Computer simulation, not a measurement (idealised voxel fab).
Process module in this document: voxel air gaps
This is section cut - it's 215 nm across, gridded in 5 nm square cells.
A cross-section in this document is a grid of square cells, and it is written down as bands, the top band listed before the ones below it; a band is made up of one or more rows of cells. Band: top and bottom heights (nm) first, top before bottom; then materials from left to right, widths in nm. "full width" marks a sole material filling the band edge to edge. "air" denotes empty space. Height 0 is the level under which the wafer as received is all one material. The lowest band goes on downwards, as in "0..down". When a width is written as two numbers, as in "30->40", the first number is the width in the top row of cells of the band and the second is the width in its bottom row, and the width changes by the same amount from each row to the next. No cell of the cross-section changed in a step that is given as "nothing changed". Empty spaces without an open route to the top, at least 8 cells in extent, make up the entry "Closed void listing"; each is given as width x height at distance, where the distance is measured from the left edge, and all are in nm. Past the settings on a step's line: simulator remark, on that step. The "overlay nm" setting may appear on a step's line; for a step that uses a mask, it gives how far to the right of its planned position the mask lay, and a negative value indicates the left.

Process steps - plan
step 1: RECEIVE (material Si)
step 2: CONFORMAL_DEP (material SiO2; thk nm 10)
step 3: CONFORMAL_DEP (material SiCN; thk nm 5)
step 4: DIRECTIONAL_DEP (material lowk; thk nm 35)
step 5: MASKED_ETCH (tone open; mask id LINES; width nm 20; pitch nm 50; etch materials lowk; depth nm 35; overlay nm -5)
step 6: CONFORMAL_DEP (material TiN; thk nm 5)
step 7: FILL_DEP (material Ru; thk nm 10)
step 8: CMP (height nm 50)
step 9: EPI (material Ru; thk nm 10)
step 10: SELECTIVE_ETCH (etch materials lowk; depth nm 45)
step 11: CONFORMAL_DEP (material SiCN; thk nm 5)
For this document, wafers share an identical start and vary in the step 5 overlay nm; the plan quotes the first wafer's value.

As-received state after step 1, first of several wafers, cross-section
* 0..down  Si full width
* Closed void listing: none

First of several wafers, sectioned at end of module (last step: step 11)
* 65..60  200 SiCN | 15 air
* 60..50  5 SiCN | 40 Ru | 10 SiCN | 40 Ru | 10 SiCN | 40 Ru | 10 SiCN | 40 Ru | 5 SiCN | 15 air
* 50..45  15 SiCN | 5 TiN | 10 Ru | 5 TiN | 30 SiCN | 5 TiN | 10 Ru | 5 TiN | 30 SiCN | 5 TiN | 10 Ru | 5 TiN | 30 SiCN | 5 TiN | 10 Ru | 5 TiN | 15 SiCN | 15 air
* 45..20  10 air | 5 SiCN | 5 TiN | 10 Ru | 5 TiN | 5 SiCN | 20 air | 5 SiCN | 5 TiN | 10 Ru | 5 TiN | 5 SiCN | 20 air | 5 SiCN | 5 TiN | 10 Ru | 5 TiN | 5 SiCN | 20 air | 5 SiCN | 5 TiN | 10 Ru | 5 TiN | 5 SiCN | 25 air
* 20..15  15 SiCN | 20 TiN | 30 SiCN | 20 TiN | 30 SiCN | 20 TiN | 30 SiCN | 20 TiN | 30 SiCN
* 15..10  SiCN full width
* 10..0  SiO2 full width
* 0..down  Si full width
* Closed void listing: 10 x 25 at 0; 20 x 25 at 40; 20 x 25 at 90; 20 x 25 at 140

Cross-section of the final wafer among several, taken at the end of the module
* 65..60  15 air | 200 SiCN
* 60..50  15 air | 5 SiCN | 40 Ru | 10 SiCN | 40 Ru | 10 SiCN | 40 Ru | 10 SiCN | 40 Ru | 5 SiCN
* 50..45  15 air | 15 SiCN | 5 TiN | 10 Ru | 5 TiN | 30 SiCN | 5 TiN | 10 Ru | 5 TiN | 30 SiCN | 5 TiN | 10 Ru | 5 TiN | 30 SiCN | 5 TiN | 10 Ru | 5 TiN | 15 SiCN
* 45..20  25 air | 5 SiCN | 5 TiN | 10 Ru | 5 TiN | 5 SiCN | 20 air | 5 SiCN | 5 TiN | 10 Ru | 5 TiN | 5 SiCN | 20 air | 5 SiCN | 5 TiN | 10 Ru | 5 TiN | 5 SiCN | 20 air | 5 SiCN | 5 TiN | 10 Ru | 5 TiN | 5 SiCN | 10 air
* 20..15  30 SiCN | 20 TiN | 30 SiCN | 20 TiN | 30 SiCN | 20 TiN | 30 SiCN | 20 TiN | 15 SiCN
* 15..10  SiCN full width
* 10..0  SiO2 full width
* 0..down  Si full width
* Closed void listing: 20 x 25 at 55; 20 x 25 at 105; 20 x 25 at 155; 10 x 25 at 205

Basically each wafer gets a line in the table, showing it at the end of the module: material by material, the cells it gained (+) or lost (-) since we got it, then its closed voids
overlay nm -5, +112 Ru, +190 SiCN, +86 SiO2, +64 TiN, Closed void listing: 10 x 25 at 0; 20 x 25 at 40; 20 x 25 at 90; 20 x 25 at 140
overlay nm 0, +112 Ru, +190 SiCN, +86 SiO2, +64 TiN, Closed void listing: 20 x 25 at 45; 20 x 25 at 95; 20 x 25 at 145
overlay nm 5, +112 Ru, +190 SiCN, +86 SiO2, +64 TiN, Closed void listing: 20 x 25 at 50; 20 x 25 at 100; 20 x 25 at 150
overlay nm 10, +112 Ru, +190 SiCN, +86 SiO2, +64 TiN, Closed void listing: 20 x 25 at 55; 20 x 25 at 105; 20 x 25 at 155; 10 x 25 at 205
